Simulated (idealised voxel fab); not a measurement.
process module | voxel transistor to metal
cross-section cut | 175 nm wide | cells 5 nm
A cross-section is a grid of square cells, given in bands from the top down. A band is one or more rows of cells.
Each band's line starts with the height of the band's top and of its bottom, in nm. Then come its materials from left to right, each with its width in nm. One material with "throughout" fills the band from edge to edge. "air" is empty space.
Height 0 is the level under which the wafer as received is all one material. The lowest band goes on downwards, as in "0 down".
A width such as "30 to 40" changes by the same amount from each row of cells to the next, from the band's top row to its bottom row.
"no change" after a step means that no cell of the cross-section changed.
closed voids: empty space of 8 cells or more with no open way to the top, each as width x height at its distance from the left edge, in nm
after a step's settings: what the simulator itself notes on the step
overlay nm, on a step with a mask: how far to the right of its planned place the mask lay; to the left if negative
plan
1 op RECEIVE | material Si
2 op OXIDIZE | depth nm 5
3 op CONFORMAL_DEP | material SiN | thk nm 15
4 op MASKED_ETCH | tone cover | mask id ACTIVE | width nm 125 | etch materials SiN | depth nm 15 | overlay nm 0
5 op MASKED_ETCH | tone cover | mask id ACTIVE | width nm 125 | etch materials SiO2 | depth nm 5 | overlay nm 0
6 op MASKED_ETCH | tone cover | mask id ACTIVE | width nm 125 | etch materials Si | depth nm 20 | overlay nm 0
7 op OXIDIZE | depth nm 5
8 op FILL_DEP | material SiO2 | thk nm 5
9 op CMP | height nm 15
10 op SELECTIVE_ETCH | etch materials SiO2 | depth nm 10
11 op STRIP | etch materials SiN
12 op SELECTIVE_ETCH | etch materials SiO2 | depth nm 5
13 op OXIDIZE | depth nm 5
14 op DIRECTIONAL_DEP | material polySi | thk nm 30
15 op DIRECTIONAL_DEP | material SiCN | thk nm 15
16 op MASKED_ETCH | tone cover | mask id GATE | width nm 25 | etch materials SiCN | depth nm 25 | overlay nm 0
17 op MASKED_ETCH | tone cover | mask id GATE | width nm 25 | etch materials polySi | depth nm 40 | overlay nm 0
18 op CONFORMAL_DEP | material SiN | thk nm 5
19 op DIRECTIONAL_ETCH | etch materials SiN | depth nm 5
20 op DIRECTIONAL_ETCH | etch materials SiO2 | depth nm 5
21 op DIRECTIONAL_ETCH | etch materials Si | depth nm 10
22 op EPI | material nSi | thk nm 15
23 op FILL_DEP | material SiO2 | thk nm 5
24 op CMP | height nm 25
25 op STRIP | etch materials polySi
26 op SELECTIVE_ETCH | etch materials SiO2 | depth nm 5
27 op CONFORMAL_DEP | material HfO2 | thk nm 5
28 op CONFORMAL_DEP | material TiN | thk nm 5
29 op FILL_DEP | material W | thk nm 5
30 op CMP | height nm 20
31 op DIRECTIONAL_DEP | material SiO2 | thk nm 15
32 op DIRECTIONAL_DEP | material aC | thk nm 10
33 op PATTERN | tone open | mask id CONTACT | material resist | width nm 20 | pitch nm 85 | thk nm 30 | overlay nm 0
34 op DIRECTIONAL_ETCH | etch materials aC | depth nm 10
35 op STRIP | etch materials resist
36 op DIRECTIONAL_ETCH | etch materials SiO2 | depth nm 40
37 op STRIP | etch materials aC
38 op CONFORMAL_DEP | material TiN | thk nm 5
39 op FILL_DEP | material W | thk nm 5
40 op CMP | height nm 35
41 op DIRECTIONAL_DEP | material TiN | thk nm 5
42 op DIRECTIONAL_DEP | material Ru | thk nm 15
43 op MASKED_ETCH | tone cover | mask id METAL_1 | width nm 20 | pitch nm 85 | etch materials Ru | depth nm 15 | overlay nm 0
44 op MASKED_ETCH | tone cover | mask id METAL_1 | width nm 20 | pitch nm 85 | etch materials TiN | depth nm 5 | overlay nm 0
45 op FILL_DEP | material SiO2 | thk nm 10
46 op CMP | height nm 55
47 op CONFORMAL_DEP | material SiCN | thk nm 5
48 op DIRECTIONAL_DEP | material SiO2 | thk nm 25
49 op MASKED_ETCH | tone open | mask id METAL_2_HOLES | width nm 15 | pitch nm 85 | etch materials SiO2 | depth nm 25 | overlay nm 0
50 op DIRECTIONAL_DEP | material aC | thk nm 15
51 op PATTERN | tone open | mask id METAL_2 | material resist | width nm 20 | pitch nm 85 | thk nm 35 | overlay nm 0
52 op DIRECTIONAL_ETCH | etch materials aC | depth nm 15
53 op STRIP | etch materials resist
54 op DIRECTIONAL_ETCH | etch materials SiO2 | depth nm 15
55 op DIRECTIONAL_ETCH | etch materials SiCN | depth nm 5
56 op STRIP | etch materials aC
57 op CONFORMAL_DEP | material TiN | thk nm 5
58 op FILL_DEP | material Ru | thk nm 5
59 op CMP | height nm 85
60 op CONFORMAL_DEP | material SiCN | thk nm 5
first wafer, as planned
as received, after step 1
  0 down: Si throughout
  closed voids: none
after step 2
  0 to -5: SiO2 throughout
  below -5: unchanged
after step 3
  15 to 0: SiN throughout
  below 0: unchanged
after step 4
  15 to 0: air 25 | SiN 125 | air 25
  below 0: unchanged
after step 5
  15 to 0: air 25 | SiN 125 | air 25
  0 to -5: air 25 | SiO2 125 | air 25
  below -5: unchanged
after step 6
  15 to 0: air 25 | SiN 125 | air 25
  0 to -5: air 25 | SiO2 125 | air 25
  -5 to -25: air 25 | Si 125 | air 25
  below -25: unchanged
after step 7
  15 to 0: air 25 | SiN 125 | air 25
  0 to -5: air 25 | SiO2 125 | air 25
  -5 to -25: air 25 | SiO2 5 | Si 115 | SiO2 5 | air 25
  -25 to -30: SiO2 30 | Si 115 | SiO2 30
  below -30: unchanged
after step 8
  20 to 15: SiO2 throughout
  15 to 0: SiO2 25 | SiN 125 | SiO2 25
  0 to -5: SiO2 throughout
  -5 to -30: SiO2 30 | Si 115 | SiO2 30
  below -30: unchanged
after step 9
  15 to 0: SiO2 25 | SiN 125 | SiO2 25
  below 0: unchanged
after step 10
  15 to 5: air 25 | SiN 125 | air 25
  below 5: unchanged
after step 11
  5 to 0: SiO2 25 | air 125 | SiO2 25
  below 0: unchanged
after step 12
  0 to -5: SiO2 20 | air 135 | SiO2 20
  below -5: unchanged
after step 13
  0 to -5: SiO2 20 | air 135 | SiO2 20
  -5 to -10: SiO2 throughout
  below -10: unchanged
after step 14
  30 to 25: polySi 20 | air 135 | polySi 20
  25 to 0: polySi throughout
  0 to -5: SiO2 20 | polySi 135 | SiO2 20
  below -5: unchanged
after step 15
  45 to 40: SiCN 20 | air 135 | SiCN 20
  40 to 30: SiCN throughout
  30 to 25: polySi 20 | SiCN 135 | polySi 20
  below 25: unchanged
after step 16
  40 to 30: air 75 | SiCN 25 | air 75
  30 to 25: polySi 20 | air 55 | SiCN 25 | air 55 | polySi 20
  below 25: unchanged
after step 17
  40 to 25: air 75 | SiCN 25 | air 75
  25 to 0: air 75 | polySi 25 | air 75
  0 to -5: SiO2 20 | air 55 | polySi 25 | air 55 | SiO2 20
  below -5: unchanged
after step 18
  45 to 40: air 70 | SiN 35 | air 70
  40 to 25: air 70 | SiN 5 | SiCN 25 | SiN 5 | air 70
  25 to 5: air 70 | SiN 5 | polySi 25 | SiN 5 | air 70
  5 to 0: SiN 25 | air 45 | SiN 5 | polySi 25 | SiN 5 | air 45 | SiN 25
  0 to -5: SiO2 20 | SiN 55 | polySi 25 | SiN 55 | SiO2 20
  below -5: unchanged
after step 19
  40 to 25: air 70 | SiN 5 | SiCN 25 | SiN 5 | air 70
  25 to 0: air 70 | SiN 5 | polySi 25 | SiN 5 | air 70
  0 to -5: SiO2 20 | SiN 5 | air 45 | SiN 5 | polySi 25 | SiN 5 | air 45 | SiN 5 | SiO2 20
  below -5: unchanged
after step 20
  40 to 25: air 70 | SiN 5 | SiCN 25 | SiN 5 | air 70
  25 to 0: air 70 | SiN 5 | polySi 25 | SiN 5 | air 70
  0 to -5: air 20 | SiN 5 | air 45 | SiN 5 | polySi 25 | SiN 5 | air 45 | SiN 5 | air 20
  -5 to -10: SiO2 25 | air 45 | SiO2 35 | air 45 | SiO2 25
  below -10: unchanged
after step 21
  40 to 25: air 70 | SiN 5 | SiCN 25 | SiN 5 | air 70
  25 to 0: air 70 | SiN 5 | polySi 25 | SiN 5 | air 70
  0 to -5: air 20 | SiN 5 | air 45 | SiN 5 | polySi 25 | SiN 5 | air 45 | SiN 5 | air 20
  -5 to -10: SiO2 25 | air 45 | SiO2 35 | air 45 | SiO2 25
  -10 to -20: SiO2 30 | air 40 | Si 35 | air 40 | SiO2 30
  below -20: unchanged
after step 22
  40 to 25: air 70 | SiN 5 | SiCN 25 | SiN 5 | air 70
  25 to 5: air 70 | SiN 5 | polySi 25 | SiN 5 | air 70
  5 to 0: air 55 | nSi 15 | SiN 5 | polySi 25 | SiN 5 | nSi 15 | air 55
  0 to -5: air 20 | SiN 5 | air 30 | nSi 15 | SiN 5 | polySi 25 | SiN 5 | nSi 15 | air 30 | SiN 5 | air 20
  -5 to -10: SiO2 25 | nSi 45 | SiO2 35 | nSi 45 | SiO2 25
  -10 to -20: SiO2 30 | nSi 40 | Si 35 | nSi 40 | SiO2 30
  below -20: unchanged
after step 23
  45 to 40: SiO2 throughout
  40 to 25: SiO2 70 | SiN 5 | SiCN 25 | SiN 5 | SiO2 70
  25 to 5: SiO2 70 | SiN 5 | polySi 25 | SiN 5 | SiO2 70
  5 to 0: SiO2 55 | nSi 15 | SiN 5 | polySi 25 | SiN 5 | nSi 15 | SiO2 55
  0 to -5: SiO2 20 | SiN 5 | SiO2 30 | nSi 15 | SiN 5 | polySi 25 | SiN 5 | nSi 15 | SiO2 30 | SiN 5 | SiO2 20
  below -5: unchanged
after step 24
  25 to 5: SiO2 70 | SiN 5 | polySi 25 | SiN 5 | SiO2 70
  below 5: unchanged
after step 25
  25 to 5: SiO2 70 | SiN 5 | air 25 | SiN 5 | SiO2 70
  5 to 0: SiO2 55 | nSi 15 | SiN 5 | air 25 | SiN 5 | nSi 15 | SiO2 55
  0 to -5: SiO2 20 | SiN 5 | SiO2 30 | nSi 15 | SiN 5 | air 25 | SiN 5 | nSi 15 | SiO2 30 | SiN 5 | SiO2 20
  below -5: unchanged
after step 26
  25 to 20: air 70 | SiN 5 | air 25 | SiN 5 | air 70
  20 to 5: SiO2 70 | SiN 5 | air 25 | SiN 5 | SiO2 70
  5 to 0: SiO2 55 | nSi 15 | SiN 5 | air 25 | SiN 5 | nSi 15 | SiO2 55
  0 to -5: SiO2 20 | SiN 5 | SiO2 30 | nSi 15 | SiN 5 | air 25 | SiN 5 | nSi 15 | SiO2 30 | SiN 5 | SiO2 20
  -5 to -10: SiO2 25 | nSi 45 | air 35 | nSi 45 | SiO2 25
  below -10: unchanged
after step 27
  30 to 25: air 65 | HfO2 15 | air 15 | HfO2 15 | air 65
  25 to 20: HfO2 70 | SiN 5 | HfO2 5 | air 15 | HfO2 5 | SiN 5 | HfO2 70
  20 to 5: SiO2 70 | SiN 5 | HfO2 5 | air 15 | HfO2 5 | SiN 5 | SiO2 70
  5 to 0: SiO2 55 | nSi 15 | SiN 5 | HfO2 5 | air 15 | HfO2 5 | SiN 5 | nSi 15 | SiO2 55
  0 to -5: SiO2 20 | SiN 5 | SiO2 30 | nSi 15 | SiN 5 | HfO2 5 | air 15 | HfO2 5 | SiN 5 | nSi 15 | SiO2 30 | SiN 5 | SiO2 20
  -5 to -10: SiO2 25 | nSi 45 | HfO2 35 | nSi 45 | SiO2 25
  below -10: unchanged
after step 28
  35 to 30: air 60 | TiN 25 | air 5 | TiN 25 | air 60
  30 to 25: TiN 65 | HfO2 15 | TiN 5 | air 5 | TiN 5 | HfO2 15 | TiN 65
  25 to 20: HfO2 70 | SiN 5 | HfO2 5 | TiN 5 | air 5 | TiN 5 | HfO2 5 | SiN 5 | HfO2 70
  20 to 5: SiO2 70 | SiN 5 | HfO2 5 | TiN 5 | air 5 | TiN 5 | HfO2 5 | SiN 5 | SiO2 70
  5 to 0: SiO2 55 | nSi 15 | SiN 5 | HfO2 5 | TiN 5 | air 5 | TiN 5 | HfO2 5 | SiN 5 | nSi 15 | SiO2 55
  0 to -5: SiO2 20 | SiN 5 | SiO2 30 | nSi 15 | SiN 5 | HfO2 5 | TiN 15 | HfO2 5 | SiN 5 | nSi 15 | SiO2 30 | SiN 5 | SiO2 20
  below -5: unchanged
after step 29
  40 to 35: W throughout
  35 to 30: W 60 | TiN 25 | W 5 | TiN 25 | W 60
  30 to 25: TiN 65 | HfO2 15 | TiN 5 | W 5 | TiN 5 | HfO2 15 | TiN 65
  25 to 20: HfO2 70 | SiN 5 | HfO2 5 | TiN 5 | W 5 | TiN 5 | HfO2 5 | SiN 5 | HfO2 70
  20 to 5: SiO2 70 | SiN 5 | HfO2 5 | TiN 5 | W 5 | TiN 5 | HfO2 5 | SiN 5 | SiO2 70
  5 to 0: SiO2 55 | nSi 15 | SiN 5 | HfO2 5 | TiN 5 | W 5 | TiN 5 | HfO2 5 | SiN 5 | nSi 15 | SiO2 55
  below 0: unchanged
after step 30
  20 to 5: SiO2 70 | SiN 5 | HfO2 5 | TiN 5 | W 5 | TiN 5 | HfO2 5 | SiN 5 | SiO2 70
  below 5: unchanged
after step 31
  35 to 20: SiO2 throughout
  below 20: unchanged
after step 32
  45 to 35: aC throughout
  below 35: unchanged
after step 33
  75 to 45: resist 35 | air 20 | resist 65 | air 20 | resist 35
  below 45: unchanged
after step 34
  65 to 45: resist 35 | air 20 | resist 65 | air 20 | resist 35
  45 to 35: aC 35 | air 20 | aC 65 | air 20 | aC 35
  below 35: unchanged
after step 35
  45 to 35: aC 35 | air 20 | aC 65 | air 20 | aC 35
  below 35: unchanged
after step 36
  45 to 35: aC 35 | air 20 | aC 65 | air 20 | aC 35
  35 to 20: SiO2 35 | air 20 | SiO2 65 | air 20 | SiO2 35
  20 to 5: SiO2 35 | air 20 | SiO2 15 | SiN 5 | HfO2 5 | TiN 5 | W 5 | TiN 5 | HfO2 5 | SiN 5 | SiO2 15 | air 20 | SiO2 35
  5 to 0: SiO2 35 | air 20 | nSi 15 | SiN 5 | HfO2 5 | TiN 5 | W 5 | TiN 5 | HfO2 5 | SiN 5 | nSi 15 | air 20 | SiO2 35
  0 to -5: SiO2 20 | SiN 5 | SiO2 10 | air 20 | nSi 15 | SiN 5 | HfO2 5 | TiN 15 | HfO2 5 | SiN 5 | nSi 15 | air 20 | SiO2 10 | SiN 5 | SiO2 20
  below -5: unchanged
after step 37
  35 to 20: SiO2 35 | air 20 | SiO2 65 | air 20 | SiO2 35
  below 20: unchanged
after step 38
  40 to 35: TiN 40 | air 10 | TiN 75 | air 10 | TiN 40
  35 to 20: SiO2 35 | TiN 5 | air 10 | TiN 5 | SiO2 65 | TiN 5 | air 10 | TiN 5 | SiO2 35
  20 to 5: SiO2 35 | TiN 5 | air 10 | TiN 5 | SiO2 15 | SiN 5 | HfO2 5 | TiN 5 | W 5 | TiN 5 | HfO2 5 | SiN 5 | SiO2 15 | TiN 5 | air 10 | TiN 5 | SiO2 35
  5 to 0: SiO2 35 | TiN 5 | air 10 | TiN 5 | nSi 15 | SiN 5 | HfO2 5 | TiN 5 | W 5 | TiN 5 | HfO2 5 | SiN 5 | nSi 15 | TiN 5 | air 10 | TiN 5 | SiO2 35
  0 to -5: SiO2 20 | SiN 5 | SiO2 10 | TiN 20 | nSi 15 | SiN 5 | HfO2 5 | TiN 15 | HfO2 5 | SiN 5 | nSi 15 | TiN 20 | SiO2 10 | SiN 5 | SiO2 20
  below -5: unchanged
after step 39
  45 to 40: W throughout
  40 to 35: TiN 40 | W 10 | TiN 75 | W 10 | TiN 40
  35 to 20: SiO2 35 | TiN 5 | W 10 | TiN 5 | SiO2 65 | TiN 5 | W 10 | TiN 5 | SiO2 35
  20 to 5: SiO2 35 | TiN 5 | W 10 | TiN 5 | SiO2 15 | SiN 5 | HfO2 5 | TiN 5 | W 5 | TiN 5 | HfO2 5 | SiN 5 | SiO2 15 | TiN 5 | W 10 | TiN 5 | SiO2 35
  5 to 0: SiO2 35 | TiN 5 | W 10 | TiN 5 | nSi 15 | SiN 5 | HfO2 5 | TiN 5 | W 5 | TiN 5 | HfO2 5 | SiN 5 | nSi 15 | TiN 5 | W 10 | TiN 5 | SiO2 35
  below 0: unchanged
after step 40
  35 to 20: SiO2 35 | TiN 5 | W 10 | TiN 5 | SiO2 65 | TiN 5 | W 10 | TiN 5 | SiO2 35
  below 20: unchanged
after step 41
  40 to 35: TiN throughout
  below 35: unchanged
after step 42
  55 to 40: Ru throughout
  below 40: unchanged
after step 43
  55 to 40: air 35 | Ru 20 | air 65 | Ru 20 | air 35
  below 40: unchanged
after step 44
  55 to 40: air 35 | Ru 20 | air 65 | Ru 20 | air 35
  40 to 35: air 35 | TiN 20 | air 65 | TiN 20 | air 35
  below 35: unchanged
after step 45
  65 to 55: SiO2 throughout
  55 to 40: SiO2 35 | Ru 20 | SiO2 65 | Ru 20 | SiO2 35
  40 to 35: SiO2 35 | TiN 20 | SiO2 65 | TiN 20 | SiO2 35
  below 35: unchanged
after step 46
  55 to 40: SiO2 35 | Ru 20 | SiO2 65 | Ru 20 | SiO2 35
  below 40: unchanged
after step 47
  60 to 55: SiCN throughout
  below 55: unchanged
after step 48
  85 to 60: SiO2 throughout
  below 60: unchanged
after step 49
  85 to 60: SiO2 35 | air 15 | SiO2 70 | air 15 | SiO2 40
  below 60: unchanged
after step 50
  100 to 85: aC 35 | air 15 | aC 70 | air 15 | aC 40
  85 to 75: SiO2 35 | air 15 | SiO2 70 | air 15 | SiO2 40
  75 to 60: SiO2 35 | aC 15 | SiO2 70 | aC 15 | SiO2 40
  below 60: unchanged
after step 51
  135 to 100: resist 35 | air 20 | resist 65 | air 20 | resist 35
  below 100: unchanged
after step 52
  120 to 100: resist 35 | air 20 | resist 65 | air 20 | resist 35
  100 to 85: aC 35 | air 20 | aC 65 | air 20 | aC 35
  85 to 60: SiO2 35 | air 15 | SiO2 70 | air 15 | SiO2 40
  below 60: unchanged
after step 53
  100 to 85: aC 35 | air 20 | aC 65 | air 20 | aC 35
  below 85: unchanged
after step 54
  100 to 85: aC 35 | air 20 | aC 65 | air 20 | aC 35
  85 to 70: SiO2 35 | air 20 | SiO2 65 | air 20 | SiO2 35
  below 70: unchanged
after step 55
  100 to 85: aC 35 | air 20 | aC 65 | air 20 | aC 35
  85 to 70: SiO2 35 | air 20 | SiO2 65 | air 20 | SiO2 35
  70 to 60: SiO2 35 | air 15 | SiO2 70 | air 15 | SiO2 40
  60 to 55: SiCN 35 | air 15 | SiCN 70 | air 15 | SiCN 40
  below 55: unchanged
after step 56
  85 to 70: SiO2 35 | air 20 | SiO2 65 | air 20 | SiO2 35
  below 70: unchanged
after step 57
  90 to 85: TiN 40 | air 10 | TiN 75 | air 10 | TiN 40
  85 to 75: SiO2 35 | TiN 5 | air 10 | TiN 5 | SiO2 65 | TiN 5 | air 10 | TiN 5 | SiO2 35
  75 to 70: SiO2 35 | TiN 5 | air 5 | TiN 10 | SiO2 65 | TiN 5 | air 5 | TiN 10 | SiO2 35
  70 to 60: SiO2 35 | TiN 5 | air 5 | TiN 5 | SiO2 70 | TiN 5 | air 5 | TiN 5 | SiO2 40
  60 to 55: SiCN 35 | TiN 15 | SiCN 70 | TiN 15 | SiCN 40
  below 55: unchanged
after step 58
  95 to 90: Ru throughout
  90 to 85: TiN 40 | Ru 10 | TiN 75 | Ru 10 | TiN 40
  85 to 75: SiO2 35 | TiN 5 | Ru 10 | TiN 5 | SiO2 65 | TiN 5 | Ru 10 | TiN 5 | SiO2 35
  75 to 70: SiO2 35 | TiN 5 | Ru 5 | TiN 10 | SiO2 65 | TiN 5 | Ru 5 | TiN 10 | SiO2 35
  70 to 60: SiO2 35 | TiN 5 | Ru 5 | TiN 5 | SiO2 70 | TiN 5 | Ru 5 | TiN 5 | SiO2 40
  below 60: unchanged
after step 59
  85 to 75: SiO2 35 | TiN 5 | Ru 10 | TiN 5 | SiO2 65 | TiN 5 | Ru 10 | TiN 5 | SiO2 35
  below 75: unchanged
after step 60
  90 to 85: SiCN throughout
  below 85: unchanged
second wafer: like start, like plan, one mistake. Through step 26 it matches the first wafer
when step 27 should have ended: no change
when step 28 should have ended
  30 to 25: air 65 | TiN 15 | air 15 | TiN 15 | air 65
  25 to 20: TiN 70 | SiN 5 | TiN 5 | air 15 | TiN 5 | SiN 5 | TiN 70
  20 to 5: SiO2 70 | SiN 5 | TiN 5 | air 15 | TiN 5 | SiN 5 | SiO2 70
  5 to 0: SiO2 55 | nSi 15 | SiN 5 | TiN 5 | air 15 | TiN 5 | SiN 5 | nSi 15 | SiO2 55
  0 to -5: SiO2 20 | SiN 5 | SiO2 30 | nSi 15 | SiN 5 | TiN 5 | air 15 | TiN 5 | SiN 5 | nSi 15 | SiO2 30 | SiN 5 | SiO2 20
  -5 to -10: SiO2 25 | nSi 45 | TiN 35 | nSi 45 | SiO2 25
  below -10: unchanged
when step 29 should have ended
  35 to 30: W throughout
  30 to 25: W 65 | TiN 15 | W 15 | TiN 15 | W 65
  25 to 20: TiN 70 | SiN 5 | TiN 5 | W 15 | TiN 5 | SiN 5 | TiN 70
  20 to 5: SiO2 70 | SiN 5 | TiN 5 | W 15 | TiN 5 | SiN 5 | SiO2 70
  5 to 0: SiO2 55 | nSi 15 | SiN 5 | TiN 5 | W 15 | TiN 5 | SiN 5 | nSi 15 | SiO2 55
  0 to -5: SiO2 20 | SiN 5 | SiO2 30 | nSi 15 | SiN 5 | TiN 5 | W 15 | TiN 5 | SiN 5 | nSi 15 | SiO2 30 | SiN 5 | SiO2 20
  below -5: unchanged
when step 30 should have ended
  20 to 5: SiO2 70 | SiN 5 | TiN 5 | W 15 | TiN 5 | SiN 5 | SiO2 70
  below 5: unchanged
when step 31 should have ended
  35 to 20: SiO2 throughout
  below 20: unchanged
when step 32 should have ended
  45 to 35: aC throughout
  below 35: unchanged
when step 33 should have ended
  75 to 45: resist 35 | air 20 | resist 65 | air 20 | resist 35
  below 45: unchanged
when step 34 should have ended
  65 to 45: resist 35 | air 20 | resist 65 | air 20 | resist 35
  45 to 35: aC 35 | air 20 | aC 65 | air 20 | aC 35
  below 35: unchanged
when step 35 should have ended
  45 to 35: aC 35 | air 20 | aC 65 | air 20 | aC 35
  below 35: unchanged
when step 36 should have ended
  45 to 35: aC 35 | air 20 | aC 65 | air 20 | aC 35
  35 to 20: SiO2 35 | air 20 | SiO2 65 | air 20 | SiO2 35
  20 to 5: SiO2 35 | air 20 | SiO2 15 | SiN 5 | TiN 5 | W 15 | TiN 5 | SiN 5 | SiO2 15 | air 20 | SiO2 35
  5 to 0: SiO2 35 | air 20 | nSi 15 | SiN 5 | TiN 5 | W 15 | TiN 5 | SiN 5 | nSi 15 | air 20 | SiO2 35
  0 to -5: SiO2 20 | SiN 5 | SiO2 10 | air 20 | nSi 15 | SiN 5 | TiN 5 | W 15 | TiN 5 | SiN 5 | nSi 15 | air 20 | SiO2 10 | SiN 5 | SiO2 20
  below -5: unchanged
when step 37 should have ended
  35 to 20: SiO2 35 | air 20 | SiO2 65 | air 20 | SiO2 35
  below 20: unchanged
when step 38 should have ended
  40 to 35: TiN 40 | air 10 | TiN 75 | air 10 | TiN 40
  35 to 20: SiO2 35 | TiN 5 | air 10 | TiN 5 | SiO2 65 | TiN 5 | air 10 | TiN 5 | SiO2 35
  20 to 5: SiO2 35 | TiN 5 | air 10 | TiN 5 | SiO2 15 | SiN 5 | TiN 5 | W 15 | TiN 5 | SiN 5 | SiO2 15 | TiN 5 | air 10 | TiN 5 | SiO2 35
  5 to 0: SiO2 35 | TiN 5 | air 10 | TiN 5 | nSi 15 | SiN 5 | TiN 5 | W 15 | TiN 5 | SiN 5 | nSi 15 | TiN 5 | air 10 | TiN 5 | SiO2 35
  0 to -5: SiO2 20 | SiN 5 | SiO2 10 | TiN 20 | nSi 15 | SiN 5 | TiN 5 | W 15 | TiN 5 | SiN 5 | nSi 15 | TiN 20 | SiO2 10 | SiN 5 | SiO2 20
  below -5: unchanged
when step 39 should have ended
  45 to 40: W throughout
  40 to 35: TiN 40 | W 10 | TiN 75 | W 10 | TiN 40
  35 to 20: SiO2 35 | TiN 5 | W 10 | TiN 5 | SiO2 65 | TiN 5 | W 10 | TiN 5 | SiO2 35
  20 to 5: SiO2 35 | TiN 5 | W 10 | TiN 5 | SiO2 15 | SiN 5 | TiN 5 | W 15 | TiN 5 | SiN 5 | SiO2 15 | TiN 5 | W 10 | TiN 5 | SiO2 35
  5 to 0: SiO2 35 | TiN 5 | W 10 | TiN 5 | nSi 15 | SiN 5 | TiN 5 | W 15 | TiN 5 | SiN 5 | nSi 15 | TiN 5 | W 10 | TiN 5 | SiO2 35
  below 0: unchanged
when step 40 should have ended
  35 to 20: SiO2 35 | TiN 5 | W 10 | TiN 5 | SiO2 65 | TiN 5 | W 10 | TiN 5 | SiO2 35
  below 20: unchanged
when step 41 should have ended
  40 to 35: TiN throughout
  below 35: unchanged
when step 42 should have ended
  55 to 40: Ru throughout
  below 40: unchanged
when step 43 should have ended
  55 to 40: air 35 | Ru 20 | air 65 | Ru 20 | air 35
  below 40: unchanged
when step 44 should have ended
  55 to 40: air 35 | Ru 20 | air 65 | Ru 20 | air 35
  40 to 35: air 35 | TiN 20 | air 65 | TiN 20 | air 35
  below 35: unchanged
when step 45 should have ended
  65 to 55: SiO2 throughout
  55 to 40: SiO2 35 | Ru 20 | SiO2 65 | Ru 20 | SiO2 35
  40 to 35: SiO2 35 | TiN 20 | SiO2 65 | TiN 20 | SiO2 35
  below 35: unchanged
when step 46 should have ended
  55 to 40: SiO2 35 | Ru 20 | SiO2 65 | Ru 20 | SiO2 35
  below 40: unchanged
when step 47 should have ended
  60 to 55: SiCN throughout
  below 55: unchanged
when step 48 should have ended
  85 to 60: SiO2 throughout
  below 60: unchanged
when step 49 should have ended
  85 to 60: SiO2 35 | air 15 | SiO2 70 | air 15 | SiO2 40
  below 60: unchanged
when step 50 should have ended
  100 to 85: aC 35 | air 15 | aC 70 | air 15 | aC 40
  85 to 75: SiO2 35 | air 15 | SiO2 70 | air 15 | SiO2 40
  75 to 60: SiO2 35 | aC 15 | SiO2 70 | aC 15 | SiO2 40
  below 60: unchanged
when step 51 should have ended
  135 to 100: resist 35 | air 20 | resist 65 | air 20 | resist 35
  below 100: unchanged
when step 52 should have ended
  120 to 100: resist 35 | air 20 | resist 65 | air 20 | resist 35
  100 to 85: aC 35 | air 20 | aC 65 | air 20 | aC 35
  85 to 60: SiO2 35 | air 15 | SiO2 70 | air 15 | SiO2 40
  below 60: unchanged
when step 53 should have ended
  100 to 85: aC 35 | air 20 | aC 65 | air 20 | aC 35
  below 85: unchanged
when step 54 should have ended
  100 to 85: aC 35 | air 20 | aC 65 | air 20 | aC 35
  85 to 70: SiO2 35 | air 20 | SiO2 65 | air 20 | SiO2 35
  below 70: unchanged
when step 55 should have ended
  100 to 85: aC 35 | air 20 | aC 65 | air 20 | aC 35
  85 to 70: SiO2 35 | air 20 | SiO2 65 | air 20 | SiO2 35
  70 to 60: SiO2 35 | air 15 | SiO2 70 | air 15 | SiO2 40
  60 to 55: SiCN 35 | air 15 | SiCN 70 | air 15 | SiCN 40
  below 55: unchanged
when step 56 should have ended
  85 to 70: SiO2 35 | air 20 | SiO2 65 | air 20 | SiO2 35
  below 70: unchanged
when step 57 should have ended
  90 to 85: TiN 40 | air 10 | TiN 75 | air 10 | TiN 40
  85 to 75: SiO2 35 | TiN 5 | air 10 | TiN 5 | SiO2 65 | TiN 5 | air 10 | TiN 5 | SiO2 35
  75 to 70: SiO2 35 | TiN 5 | air 5 | TiN 10 | SiO2 65 | TiN 5 | air 5 | TiN 10 | SiO2 35
  70 to 60: SiO2 35 | TiN 5 | air 5 | TiN 5 | SiO2 70 | TiN 5 | air 5 | TiN 5 | SiO2 40
  60 to 55: SiCN 35 | TiN 15 | SiCN 70 | TiN 15 | SiCN 40
  below 55: unchanged
when step 58 should have ended
  95 to 90: Ru throughout
  90 to 85: TiN 40 | Ru 10 | TiN 75 | Ru 10 | TiN 40
  85 to 75: SiO2 35 | TiN 5 | Ru 10 | TiN 5 | SiO2 65 | TiN 5 | Ru 10 | TiN 5 | SiO2 35
  75 to 70: SiO2 35 | TiN 5 | Ru 5 | TiN 10 | SiO2 65 | TiN 5 | Ru 5 | TiN 10 | SiO2 35
  70 to 60: SiO2 35 | TiN 5 | Ru 5 | TiN 5 | SiO2 70 | TiN 5 | Ru 5 | TiN 5 | SiO2 40
  below 60: unchanged
when step 59 should have ended
  85 to 75: SiO2 35 | TiN 5 | Ru 10 | TiN 5 | SiO2 65 | TiN 5 | Ru 10 | TiN 5 | SiO2 35
  below 75: unchanged
when step 60 should have ended
  90 to 85: SiCN throughout
  below 85: unchanged
what went wrong: step 27 was left out
at the end the second wafer has, in cells: 17 fewer of HfO2 | 6 more of TiN | 11 more of W
